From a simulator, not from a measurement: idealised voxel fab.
voxel self aligned vias: a process module
Cross-section cut spans 300 nm and uses square cells 5 nm in size.
Just so we're on the same page, the cross-sections are grids of square cells, and they're listed out in bands top to bottom, each band one or more rows deep.
Per band: top height and bottom height in nm, followed by the left-to-right materials and their widths in nm; "all across" marks a single material spanning edge to edge, "empty" marks empty space.
Heights are reckoned from 0. Under this level, the received wafer is all of one material. The bottommost band is open-ended downward, for example "0..down".
Graded width ("30->40"): value in top row of band = first number; value in bottom row = second number; row-to-row change constant.
Step note "stayed the same" = no cross-section cell changed.
Any empty space of 8 cells or more lacking an open way to the top shows up in "Internal closed voids" as width x height at distance, distance from the left edge, in nm.
Heads up: the bit after the settings on a step's line is the simulator's remark on that step.
"overlay nm", when on a step's line for a step with a mask, measures how far to the right of its planned place the mask lay; a negative measure means to the left.
Pairs, read this way: before one process step on the one hand, after it on the other, the after cross-section ending at the lowest band that changed; the step between, settings included, beneath. Same starting wafer throughout, but possibly different runs of this module, so no pair continues from the pair above unless its entry headed "Pre-process" says so.

Pre-process:
- 50..20  SiO2=80, empty=35, SiO2=20, empty=35, SiO2=20, empty=35, SiO2=75
- 20..15  SiCN all across
- 15..0  SiO2 all across
- 0..down  Si all across
- Internal closed voids: none

Resultant Cross-Section:
- 55..50  TiN=85, empty=25, TiN=30, empty=25, TiN=30, empty=25, TiN=80
- 50..25  SiO2=80, TiN=5, empty=25, TiN=5, SiO2=20, TiN=5, empty=25, TiN=5, SiO2=20, TiN=5, empty=25, TiN=5, SiO2=75
- 25..20  SiO2=80, TiN=35, SiO2=20, TiN=35, SiO2=20, TiN=35, SiO2=75
- below 20: unchanged
- Internal closed voids: none
Can you name the step between the two cross-sections above? It is CONFORMAL_DEP, material TiN, thk nm 5

Pre-process: just use the after drawing of the pair above as your starting point.

Resultant Cross-Section:
- 65..55  Ru all across
- 55..50  TiN=85, Ru=25, TiN=30, Ru=25, TiN=30, Ru=25, TiN=80
- 50..25  SiO2=80, TiN=5, Ru=25, TiN=5, SiO2=20, TiN=5, Ru=25, TiN=5, SiO2=20, TiN=5, Ru=25, TiN=5, SiO2=75
- below 25: unchanged
- Internal closed voids: none
Can you name the step between the two cross-sections above? It is FILL_DEP, material Ru, thk nm 10

Pre-process: just use the after drawing of the pair above as your starting point.

Resultant Cross-Section:
- 50..25  SiO2=80, TiN=5, Ru=25, TiN=5, SiO2=20, TiN=5, Ru=25, TiN=5, SiO2=20, TiN=5, Ru=25, TiN=5, SiO2=75
- below 25: unchanged
- Internal closed voids: none
Can you name the step between the two cross-sections above? It is CMP, height nm 50

Pre-process: just use the after drawing of the pair above as your starting point.

Resultant Cross-Section:
- 50..40  SiO2=80, empty=35, SiO2=20, empty=35, SiO2=20, empty=35, SiO2=75
- below 40: unchanged
- Internal closed voids: none
Can you name the step between the two cross-sections above? It is SELECTIVE_ETCH, etch materials W Ru TiN, depth nm 10

Pre-process: just use the after drawing of the pair above as your starting point.

Resultant Cross-Section:
- 55..50  SiN all across
- 50..40  SiO2=80, SiN=35, SiO2=20, SiN=35, SiO2=20, SiN=35, SiO2=75
- below 40: unchanged
- Internal closed voids: none
Can you name the step between the two cross-sections above? It is FILL_DEP, material SiN, thk nm 5

Pre-process: just use the after drawing of the pair above as your starting point.

Resultant Cross-Section:
- 50..40  SiO2=80, SiN=35, SiO2=20, SiN=35, SiO2=20, SiN=35, SiO2=75
- below 40: unchanged
- Internal closed voids: none
Can you name the step between the two cross-sections above? It is CMP, height nm 50

Pre-process: just use the after drawing of the pair above as your starting point.

Resultant Cross-Section:
- 65..50  SiO2 all across
- below 50: unchanged
- Internal closed voids: none
Can you name the step between the two cross-sections above? It is DIRECTIONAL_DEP, material SiO2, thk nm 15

Pre-process: just use the after drawing of the pair above as your starting point.

Resultant Cross-Section:
- 85..65  resist=75, empty=40, resist=70, empty=40, resist=75
- below 65: unchanged
- Internal closed voids: none
Can you name the step between the two cross-sections above? It is PATTERN, tone open, mask id VIAS, material resist, width nm 40, pitch nm 110, thk nm 20, overlay nm 0

Pre-process: just use the after drawing of the pair above as your starting point.

Resultant Cross-Section:
- 85..65  resist=75, empty=40, resist=70, empty=40, resist=75
- 65..50  SiO2=75, empty=40, SiO2=70, empty=40, SiO2=75
- below 50: unchanged
- Internal closed voids: none
Can you name the step between the two cross-sections above? It is DIRECTIONAL_ETCH, etch materials SiO2, depth nm 15

Pre-process: just use the after drawing of the pair above as your starting point.

Resultant Cross-Section:
- 85..65  resist=75, empty=40, resist=70, empty=40, resist=75
- 65..50  SiO2=75, empty=40, SiO2=70, empty=40, SiO2=75
- 50..40  SiO2=80, empty=35, SiO2=20, SiN=35, SiO2=20, empty=35, SiO2=75
- below 40: unchanged
- Internal closed voids: none
Can you name the step between the two cross-sections above? It is DIRECTIONAL_ETCH, etch materials SiN, depth nm 10

Pre-process: just use the after drawing of the pair above as your starting point.

Resultant Cross-Section:
- 65..50  SiO2=75, empty=40, SiO2=70, empty=40, SiO2=75
- below 50: unchanged
- Internal closed voids: none
Can you name the step between the two cross-sections above? It is STRIP, etch materials resist

Pre-process: just use the after drawing of the pair above as your starting point.

Resultant Cross-Section:
- 70..65  TiN=80, empty=30, TiN=80, empty=30, TiN=80
- 65..55  SiO2=75, TiN=5, empty=30, TiN=5, SiO2=70, TiN=5, empty=30, TiN=5, SiO2=75
- 55..50  SiO2=75, TiN=10, empty=25, TiN=5, SiO2=70, TiN=10, empty=25, TiN=5, SiO2=75
- 50..45  SiO2=80, TiN=5, empty=25, TiN=5, SiO2=20, SiN=35, SiO2=20, TiN=5, empty=25, TiN=5, SiO2=75
- 45..40  SiO2=80, TiN=35, SiO2=20, SiN=35, SiO2=20, TiN=35, SiO2=75
- below 40: unchanged
- Internal closed voids: none
Can you name the step between the two cross-sections above? It is CONFORMAL_DEP, material TiN, thk nm 5

Pre-process: just use the after drawing of the pair above as your starting point.

Resultant Cross-Section:
- 75..70  Cu all across
- 70..65  TiN=80, Cu=30, TiN=80, Cu=30, TiN=80
- 65..55  SiO2=75, TiN=5, Cu=30, TiN=5, SiO2=70, TiN=5, Cu=30, TiN=5, SiO2=75
- 55..50  SiO2=75, TiN=10, Cu=25, TiN=5, SiO2=70, TiN=10, Cu=25, TiN=5, SiO2=75
- 50..45  SiO2=80, TiN=5, Cu=25, TiN=5, SiO2=20, SiN=35, SiO2=20, TiN=5, Cu=25, TiN=5, SiO2=75
- below 45: unchanged
- Internal closed voids: none
Can you name the step between the two cross-sections above? It is FILL_DEP, material Cu, thk nm 5

Pre-process: just use the after drawing of the pair above as your starting point.

Resultant Cross-Section:
- 65..55  SiO2=75, TiN=5, Cu=30, TiN=5, SiO2=70, TiN=5, Cu=30, TiN=5, SiO2=75
- below 55: unchanged
- Internal closed voids: none
Can you name the step between the two cross-sections above? It is CMP, height nm 65

Pre-process: just use the after drawing of the pair above as your starting point.

Resultant Cross-Section:
- 70..65  SiN all across
- below 65: unchanged
- Internal closed voids: none
Can you name the step between the two cross-sections above? It is CONFORMAL_DEP, material SiN, thk nm 5

Pre-process:
- 65..50  SiO2 all across
- 50..40  SiO2=80, SiN=30, SiO2=25, SiN=30, SiO2=25, SiN=30, SiO2=80
- 40..25  SiO2=80, TiN=5, Ru=20, TiN=5, SiO2=25, TiN=5, Ru=20, TiN=5, SiO2=25, TiN=5, Ru=20, TiN=5, SiO2=80
- 25..20  SiO2=80, TiN=30, SiO2=25, TiN=30, SiO2=25, TiN=30, SiO2=80
- 20..15  SiCN all across
- 15..0  SiO2 all across
- 0..down  Si all across
- Internal closed voids: none

Resultant Cross-Section:
- 85..65  resist=70, empty=40, resist=70, empty=40, resist=80
- below 65: unchanged
- Internal closed voids: none
Can you name the step between the two cross-sections above? It is PATTERN, tone open, mask id VIAS, material resist, width nm 40, pitch nm 110, thk nm 20, overlay nm -5

Pre-process: just use the after drawing of the pair above as your starting point.

Resultant Cross-Section:
- 85..65  resist=70, empty=40, resist=70, empty=40, resist=80
- 65..50  SiO2=70, empty=40, SiO2=70, empty=40, SiO2=80
- below 50: unchanged
- Internal closed voids: none
Can you name the step between the two cross-sections above? It is DIRECTIONAL_ETCH, etch materials SiO2, depth nm 15

Pre-process: just use the after drawing of the pair above as your starting point.

Resultant Cross-Section:
- 85..65  resist=70, empty=40, resist=70, empty=40, resist=80
- 65..50  SiO2=70, empty=40, SiO2=70, empty=40, SiO2=80
- 50..40  SiO2=80, empty=30, SiO2=25, SiN=30, SiO2=25, empty=30, SiO2=80
- below 40: unchanged
- Internal closed voids: none
Can you name the step between the two cross-sections above? It is DIRECTIONAL_ETCH, etch materials SiN, depth nm 10

Pre-process: just use the after drawing of the pair above as your starting point.

Resultant Cross-Section:
- 65..50  SiO2=70, empty=40, SiO2=70, empty=40, SiO2=80
- below 50: unchanged
- Internal closed voids: none
Can you name the step between the two cross-sections above? It is STRIP, etch materials resist

Pre-process: just use the after drawing of the pair above as your starting point.

Resultant Cross-Section:
- 70..65  TiN=75, empty=30, TiN=80, empty=30, TiN=85
- 65..55  SiO2=70, TiN=5, empty=30, TiN=5, SiO2=70, TiN=5, empty=30, TiN=5, SiO2=80
- 55..50  SiO2=70, TiN=15, empty=20, TiN=5, SiO2=70, TiN=15, empty=20, TiN=5, SiO2=80
- 50..45  SiO2=80, TiN=5, empty=20, TiN=5, SiO2=25, SiN=30, SiO2=25, TiN=5, empty=20, TiN=5, SiO2=80
- 45..40  SiO2=80, TiN=30, SiO2=25, SiN=30, SiO2=25, TiN=30, SiO2=80
- below 40: unchanged
- Internal closed voids: none
Can you name the step between the two cross-sections above? It is CONFORMAL_DEP, material TiN, thk nm 5

Pre-process: just use the after drawing of the pair above as your starting point.

Resultant Cross-Section:
- 75..70  Cu all across
- 70..65  TiN=75, Cu=30, TiN=80, Cu=30, TiN=85
- 65..55  SiO2=70, TiN=5, Cu=30, TiN=5, SiO2=70, TiN=5, Cu=30, TiN=5, SiO2=80
- 55..50  SiO2=70, TiN=15, Cu=20, TiN=5, SiO2=70, TiN=15, Cu=20, TiN=5, SiO2=80
- 50..45  SiO2=80, TiN=5, Cu=20, TiN=5, SiO2=25, SiN=30, SiO2=25, TiN=5, Cu=20, TiN=5, SiO2=80
- below 45: unchanged
- Internal closed voids: none
Can you name the step between the two cross-sections above? It is FILL_DEP, material Cu, thk nm 5

Pre-process: just use the after drawing of the pair above as your starting point.

Resultant Cross-Section:
- 65..55  SiO2=70, TiN=5, Cu=30, TiN=5, SiO2=70, TiN=5, Cu=30, TiN=5, SiO2=80
- below 55: unchanged
- Internal closed voids: none
Can you name the step between the two cross-sections above? It is CMP, height nm 65

Pre-process: just use the after drawing of the pair above as your starting point.

Resultant Cross-Section:
- 70..65  SiN all across
- below 65: unchanged
- Internal closed voids: none
Can you name the step between the two cross-sections above? It is CONFORMAL_DEP, material SiN, thk nm 5

Pre-process:
- 50..40  SiO2=80, empty=30, SiO2=25, empty=30, SiO2=25, empty=30, SiO2=80
- 40..25  SiO2=80, TiN=5, Ru=20, TiN=5, SiO2=25, TiN=5, Ru=20, TiN=5, SiO2=25, TiN=5, Ru=20, TiN=5, SiO2=80
- 25..20  SiO2=80, TiN=30, SiO2=25, TiN=30, SiO2=25, TiN=30, SiO2=80
- 20..15  SiCN all across
- 15..0  SiO2 all across
- 0..down  Si all across
- Internal closed voids: none

Resultant Cross-Section:
- 55..50  W all across
- 50..40  SiO2=80, W=30, SiO2=25, W=30, SiO2=25, W=30, SiO2=80
- below 40: unchanged
- Internal closed voids: none
Can you name the step between the two cross-sections above? It is FILL_DEP, material W, thk nm 5

Pre-process: just use the after drawing of the pair above as your starting point.

Resultant Cross-Section:
- 50..40  SiO2=80, W=30, SiO2=25, W=30, SiO2=25, W=30, SiO2=80
- below 40: unchanged
- Internal closed voids: none
Can you name the step between the two cross-sections above? It is CMP, height nm 50

Pre-process: just use the after drawing of the pair above as your starting point.

Resultant Cross-Section:
- 65..50  SiO2 all across
- below 50: unchanged
- Internal closed voids: none
Can you name the step between the two cross-sections above? It is DIRECTIONAL_DEP, material SiO2, thk nm 15

Pre-process: just use the after drawing of the pair above as your starting point.

Resultant Cross-Section:
- 85..65  resist=75, empty=40, resist=70, empty=40, resist=75
- below 65: unchanged
- Internal closed voids: none
Can you name the step between the two cross-sections above? It is PATTERN, tone open, mask id VIAS, material resist, width nm 40, pitch nm 110, thk nm 20, overlay nm 0

Pre-process: just use the after drawing of the pair above as your starting point.

Resultant Cross-Section:
- 85..65  resist=75, empty=40, resist=70, empty=40, resist=75
- 65..50  SiO2=75, empty=40, SiO2=70, empty=40, SiO2=75
- below 50: unchanged
- Internal closed voids: none
Can you name the step between the two cross-sections above? It is DIRECTIONAL_ETCH, etch materials SiO2, depth nm 15

Pre-process: just use the after drawing of the pair above as your starting point.

Resultant Cross-Section:
- 65..50  SiO2=75, empty=40, SiO2=70, empty=40, SiO2=75
- below 50: unchanged
- Internal closed voids: none
Can you name the step between the two cross-sections above? It is STRIP, etch materials resist

Pre-process: just use the after drawing of the pair above as your starting point.

Resultant Cross-Section:
- 70..65  TiN=80, empty=30, TiN=80, empty=30, TiN=80
- 65..55  SiO2=75, TiN=5, empty=30, TiN=5, SiO2=70, TiN=5, empty=30, TiN=5, SiO2=75
- 55..50  SiO2=75, TiN=40, SiO2=70, TiN=40, SiO2=75
- below 50: unchanged
- Internal closed voids: none
Can you name the step between the two cross-sections above? It is CONFORMAL_DEP, material TiN, thk nm 5

Pre-process: just use the after drawing of the pair above as your starting point.

Resultant Cross-Section:
- 75..70  Cu all across
- 70..65  TiN=80, Cu=30, TiN=80, Cu=30, TiN=80
- 65..55  SiO2=75, TiN=5, Cu=30, TiN=5, SiO2=70, TiN=5, Cu=30, TiN=5, SiO2=75
- below 55: unchanged
- Internal closed voids: none
Can you name the step between the two cross-sections above? It is FILL_DEP, material Cu, thk nm 5

Pre-process: just use the after drawing of the pair above as your starting point.

Resultant Cross-Section:
- 65..55  SiO2=75, TiN=5, Cu=30, TiN=5, SiO2=70, TiN=5, Cu=30, TiN=5, SiO2=75
- below 55: unchanged
- Internal closed voids: none
Can you name the step between the two cross-sections above? It is CMP, height nm 65

Pre-process: just use the after drawing of the pair above as your starting point.

Resultant Cross-Section:
- 70..65  SiN all across
- below 65: unchanged
- Internal closed voids: none
Can you name the step between the two cross-sections above? It is CONFORMAL_DEP, material SiN, thk nm 5

Pre-process:
- 50..20  SiO2 all across
- 20..15  SiCN all across
- 15..0  SiO2 all across
- 0..down  Si all across
- Internal closed voids: none

Resultant Cross-Section:
- 50..20  empty=80, SiO2=30, empty=25, SiO2=30, empty=25, SiO2=30, empty=80
- below 20: unchanged
- Internal closed voids: none
Can you name the step between the two cross-sections above? It is MASKED_ETCH, tone cover, mask id LINES, width nm 30, pitch nm 55, etch materials SiO2, depth nm 30, overlay nm 0

Pre-process: just use the after drawing of the pair above as your starting point.

Resultant Cross-Section:
- 55..50  empty=75, TiN=40, empty=15, TiN=40, empty=15, TiN=40, empty=75
- 50..25  empty=75, TiN=5, SiO2=30, TiN=5, empty=15, TiN=5, SiO2=30, TiN=5, empty=15, TiN=5, SiO2=30, TiN=5, empty=75
- 25..20  TiN=80, SiO2=30, TiN=25, SiO2=30, TiN=25, SiO2=30, TiN=80
- below 20: unchanged
- Internal closed voids: none
Can you name the step between the two cross-sections above? It is CONFORMAL_DEP, material TiN, thk nm 5

Pre-process: just use the after drawing of the pair above as your starting point.

Resultant Cross-Section:
- 65..55  Ru all across
- 55..50  Ru=75, TiN=40, Ru=15, TiN=40, Ru=15, TiN=40, Ru=75
- 50..25  Ru=75, TiN=5, SiO2=30, TiN=5, Ru=15, TiN=5, SiO2=30, TiN=5, Ru=15, TiN=5, SiO2=30, TiN=5, Ru=75
- below 25: unchanged
- Internal closed voids: none
Can you name the step between the two cross-sections above? It is FILL_DEP, material Ru, thk nm 10

Pre-process: just use the after drawing of the pair above as your starting point.

Resultant Cross-Section:
- 50..25  Ru=75, TiN=5, SiO2=30, TiN=5, Ru=15, TiN=5, SiO2=30, TiN=5, Ru=15, TiN=5, SiO2=30, TiN=5, Ru=75
- below 25: unchanged
- Internal closed voids: none
Can you name the step between the two cross-sections above? It is CMP, height nm 50

Pre-process: just use the after drawing of the pair above as your starting point.

Resultant Cross-Section:
- 50..40  empty=80, SiO2=30, empty=25, SiO2=30, empty=25, SiO2=30, empty=80
- below 40: unchanged
- Internal closed voids: none
Can you name the step between the two cross-sections above? It is SELECTIVE_ETCH, etch materials W Ru TiN, depth nm 10

Pre-process: just use the after drawing of the pair above as your starting point.

Resultant Cross-Section:
- 55..50  SiN all across
- 50..40  SiN=80, SiO2=30, SiN=25, SiO2=30, SiN=25, SiO2=30, SiN=80
- below 40: unchanged
- Internal closed voids: none
Can you name the step between the two cross-sections above? It is FILL_DEP, material SiN, thk nm 5

Pre-process: just use the after drawing of the pair above as your starting point.

Resultant Cross-Section:
- 50..40  SiN=80, SiO2=30, SiN=25, SiO2=30, SiN=25, SiO2=30, SiN=80
- below 40: unchanged
- Internal closed voids: none
Can you name the step between the two cross-sections above? It is CMP, height nm 50

Pre-process: just use the after drawing of the pair above as your starting point.

Resultant Cross-Section:
- 65..50  SiO2 all across
- below 50: unchanged
- Internal closed voids: none
Can you name the step between the two cross-sections above? It is DIRECTIONAL_DEP, material SiO2, thk nm 15

Pre-process: just use the after drawing of the pair above as your starting point.

Resultant Cross-Section:
- 85..65  resist=75, empty=40, resist=70, empty=40, resist=75
- below 65: unchanged
- Internal closed voids: none
Can you name the step between the two cross-sections above? It is PATTERN, tone open, mask id VIAS, material resist, width nm 40, pitch nm 110, thk nm 20, overlay nm 0

Pre-process: just use the after drawing of the pair above as your starting point.

Resultant Cross-Section:
- 85..65  resist=75, empty=40, resist=70, empty=40, resist=75
- 65..50  SiO2=75, empty=40, SiO2=70, empty=40, SiO2=75
- below 50: unchanged
- Internal closed voids: none
Can you name the step between the two cross-sections above? It is DIRECTIONAL_ETCH, etch materials SiO2, depth nm 15

Pre-process: just use the after drawing of the pair above as your starting point.

Resultant Cross-Section:
- 85..65  resist=75, empty=40, resist=70, empty=40, resist=75
- 65..50  SiO2=75, empty=40, SiO2=70, empty=40, SiO2=75
- 50..40  SiN=75, empty=5, SiO2=30, empty=5, SiN=20, SiO2=30, SiN=20, empty=5, SiO2=30, empty=5, SiN=75
- below 40: unchanged
- Internal closed voids: none
Can you name the step between the two cross-sections above? It is DIRECTIONAL_ETCH, etch materials SiN, depth nm 10

Pre-process: just use the after drawing of the pair above as your starting point.

Resultant Cross-Section:
- 65..50  SiO2=75, empty=40, SiO2=70, empty=40, SiO2=75
- below 50: unchanged
- Internal closed voids: none
Can you name the step between the two cross-sections above? It is STRIP, etch materials resist

Pre-process: just use the after drawing of the pair above as your starting point.

Resultant Cross-Section:
- 70..65  TiN=80, empty=30, TiN=80, empty=30, TiN=80
- 65..55  SiO2=75, TiN=5, empty=30, TiN=5, SiO2=70, TiN=5, empty=30, TiN=5, SiO2=75
- 55..50  SiO2=75, TiN=40, SiO2=70, TiN=40, SiO2=75
- 50..40  SiN=75, TiN=5, SiO2=30, TiN=5, SiN=20, SiO2=30, SiN=20, TiN=5, SiO2=30, TiN=5, SiN=75
- below 40: unchanged
- Internal closed voids: none
Can you name the step between the two cross-sections above? It is CONFORMAL_DEP, material TiN, thk nm 5

Pre-process: just use the after drawing of the pair above as your starting point.

Resultant Cross-Section:
- 75..70  Cu all across
- 70..65  TiN=80, Cu=30, TiN=80, Cu=30, TiN=80
- 65..55  SiO2=75, TiN=5, Cu=30, TiN=5, SiO2=70, TiN=5, Cu=30, TiN=5, SiO2=75
- below 55: unchanged
- Internal closed voids: none
Can you name the step between the two cross-sections above? It is FILL_DEP, material Cu, thk nm 5

Pre-process: just use the after drawing of the pair above as your starting point.

Resultant Cross-Section:
- 65..55  SiO2=75, TiN=5, Cu=30, TiN=5, SiO2=70, TiN=5, Cu=30, TiN=5, SiO2=75
- below 55: unchanged
- Internal closed voids: none
Can you name the step between the two cross-sections above? It is CMP, height nm 65

Pre-process: just use the after drawing of the pair above as your starting point.

Resultant Cross-Section:
- 70..65  SiN all across
- below 65: unchanged
- Internal closed voids: none
Can you name the step between the two cross-sections above? It is CONFORMAL_DEP, material SiN, thk nm 5
